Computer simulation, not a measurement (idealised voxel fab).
The process module presented herein is designated voxel ribs on slabs.
Cross-sectional view cut (width: 280 nm; square cell size: 5 nm).
Heads up, the way a cross-section reads in here is a grid of square cells, handed over as bands from the top down, with every band being one or more rows of cells.
Per band: top height and bottom height in nm, followed by the left-to-right materials and their widths in nm; "throughout" marks a single material spanning edge to edge, "air" marks empty space.
It should be noted that heights are counted from 0, beneath which the wafer as supplied is of one material throughout, and that the lowest band possesses no lower boundary but continues downward, as written in "0 and below".
Graded width ("30..40"): value in top row of band = first number; value in bottom row = second number; row-to-row change constant.
Where the words "remained the same" appear for a step, the cross-section shows no cell changed by that step; every cell remained as before.
Closed void table: empty space of 8 cells or more with no open way to the top, each as width x height at its distance from the left edge, in nm
On a step's line, text after the settings is the simulator commenting on that step.
For masked steps, "overlay nm" on the step line gives how far right of plan the mask actually lay; a minus sign means it lay to the left.
-- The planned process steps are enumerated hereunder
| 1 | RECEIVE | material Si |
| 2 | DIRECTIONAL_DEP | material SiO2 | thk nm 25 |
| 3 | DIRECTIONAL_DEP | material polySi | thk nm 15 |
| 4 | DIRECTIONAL_DEP | material aC | thk nm 10 |
| 5 | PATTERN | tone cover | mask id RIB | material resist | width nm 15 | thk nm 30 | overlay nm 0 |
| 6 | DIRECTIONAL_ETCH | etch materials aC | depth nm 10 |
| 7 | STRIP | etch materials resist |
| 8 | DIRECTIONAL_ETCH | etch materials polySi | depth nm 10 |
| 9 | STRIP | etch materials aC |
| 10 | MASKED_ETCH | tone cover | mask id SLAB | width nm 45 | etch materials polySi | depth nm 5 | overlay nm 0 |
| 11 | FILL_DEP | material SiO2 | thk nm 15 |
| 12 | CMP | height nm 50 |
| 13 | DIRECTIONAL_DEP | material TiN | thk nm 5 |
| 14 | MASKED_ETCH | tone cover | mask id HEATER | width nm 25 | etch materials TiN | depth nm 5 | overlay nm 0 |
| 15 | CONFORMAL_DEP | material SiO2 | thk nm 10 |
-- First out of two wafers; run went to plan
-- This is the cross-section of the wafer as we received it, i.e. after step 1
* 0 and below | Si throughout
* Closed void table: none
-- Once step 2 is through, the wafer looks like this in cross-section
* 25 down to 0 | SiO2 throughout
* Unchanged below 0.
-- Once step 3 is through, the wafer looks like this in cross-section
* 40 down to 25 | polySi throughout
* Unchanged below 25.
-- Once step 4 is through, the wafer looks like this in cross-section
* 50 down to 40 | aC throughout
* Unchanged below 40.
-- Once step 5 is through, the wafer looks like this in cross-section
* 80 down to 50 | 130 air; 15 resist; 135 air
* Unchanged below 50.
-- Once step 6 is through, the wafer looks like this in cross-section
* 70 down to 50 | 130 air; 15 resist; 135 air
* 50 down to 40 | 130 air; 15 aC; 135 air
* Unchanged below 40.
-- Once step 7 is through, the wafer looks like this in cross-section
* 50 down to 40 | 130 air; 15 aC; 135 air
* Unchanged below 40.
-- Once step 8 is through, the wafer looks like this in cross-section
* 50 down to 40 | 130 air; 15 aC; 135 air
* 40 down to 30 | 130 air; 15 polySi; 135 air
* Unchanged below 30.
-- Once step 9 is through, the wafer looks like this in cross-section
* 40 down to 30 | 130 air; 15 polySi; 135 air
* Unchanged below 30.
-- Once step 10 is through, the wafer looks like this in cross-section
* 40 down to 30 | 130 air; 15 polySi; 135 air
* 30 down to 25 | 115 air; 45 polySi; 120 air
* Unchanged below 25.
-- Once step 11 is through, the wafer looks like this in cross-section
* 55 down to 40 | SiO2 throughout
* 40 down to 30 | 130 SiO2; 15 polySi; 135 SiO2
* 30 down to 25 | 115 SiO2; 45 polySi; 120 SiO2
* Unchanged below 25.
-- Once step 12 is through, the wafer looks like this in cross-section
* 50 down to 40 | SiO2 throughout
* Unchanged below 40.
-- Once step 13 is through, the wafer looks like this in cross-section
* 55 down to 50 | TiN throughout
* Unchanged below 50.
-- Once step 14 is through, the wafer looks like this in cross-section
* 55 down to 50 | 125 air; 25 TiN; 130 air
* Unchanged below 50.
-- Once step 15 is through, the wafer looks like this in cross-section
* 65 down to 60 | 115 air; 45 SiO2; 120 air
* 60 down to 55 | SiO2 throughout
* 55 down to 50 | 125 SiO2; 25 TiN; 130 SiO2
* Unchanged below 50.
-- Wafer two of two - same starting point, same process plan, one mistake in execution; matches wafer one up to and including step 1
-- Look at the second wafer in cross-section at the time step 2 ought to have finished
* 20 down to 0 | SiO2 throughout
* Unchanged below 0.
-- Look at the second wafer in cross-section at the time step 3 ought to have finished
* 35 down to 20 | polySi throughout
* Unchanged below 20.
-- Look at the second wafer in cross-section at the time step 4 ought to have finished
* 45 down to 35 | aC throughout
* Unchanged below 35.
-- Look at the second wafer in cross-section at the time step 5 ought to have finished
* 75 down to 45 | 130 air; 15 resist; 135 air
* Unchanged below 45.
-- Look at the second wafer in cross-section at the time step 6 ought to have finished
* 65 down to 45 | 130 air; 15 resist; 135 air
* 45 down to 35 | 130 air; 15 aC; 135 air
* Unchanged below 35.
-- Look at the second wafer in cross-section at the time step 7 ought to have finished
* 45 down to 35 | 130 air; 15 aC; 135 air
* Unchanged below 35.
-- Look at the second wafer in cross-section at the time step 8 ought to have finished
* 45 down to 35 | 130 air; 15 aC; 135 air
* 35 down to 25 | 130 air; 15 polySi; 135 air
* Unchanged below 25.
-- Look at the second wafer in cross-section at the time step 9 ought to have finished
* 35 down to 25 | 130 air; 15 polySi; 135 air
* Unchanged below 25.
-- Look at the second wafer in cross-section at the time step 10 ought to have finished
* 35 down to 25 | 130 air; 15 polySi; 135 air
* 25 down to 20 | 115 air; 45 polySi; 120 air
* Unchanged below 20.
-- Look at the second wafer in cross-section at the time step 11 ought to have finished
* 50 down to 35 | SiO2 throughout
* 35 down to 25 | 130 SiO2; 15 polySi; 135 SiO2
* 25 down to 20 | 115 SiO2; 45 polySi; 120 SiO2
* Unchanged below 20.
Look at the second wafer in cross-section at the time step 12 ought to have finished: remained the same
-- Look at the second wafer in cross-section at the time step 13 ought to have finished
* 55 down to 50 | TiN throughout
* Unchanged below 50.
-- Look at the second wafer in cross-section at the time step 14 ought to have finished
* 55 down to 50 | 125 air; 25 TiN; 130 air
* Unchanged below 50.
-- Look at the second wafer in cross-section at the time step 15 ought to have finished
* 65 down to 60 | 115 air; 45 SiO2; 120 air
* 60 down to 55 | SiO2 throughout
* 55 down to 50 | 125 SiO2; 25 TiN; 130 SiO2
* Unchanged below 50.
Against the plan, the run slipped here: step 2, actual vs plan mismatch, actual run DIRECTIONAL_DEP | material SiO2 | thk nm 20
The concluding comparison shows that, measured in cells, each material is equally abundant on both wafers, albeit at different positions.
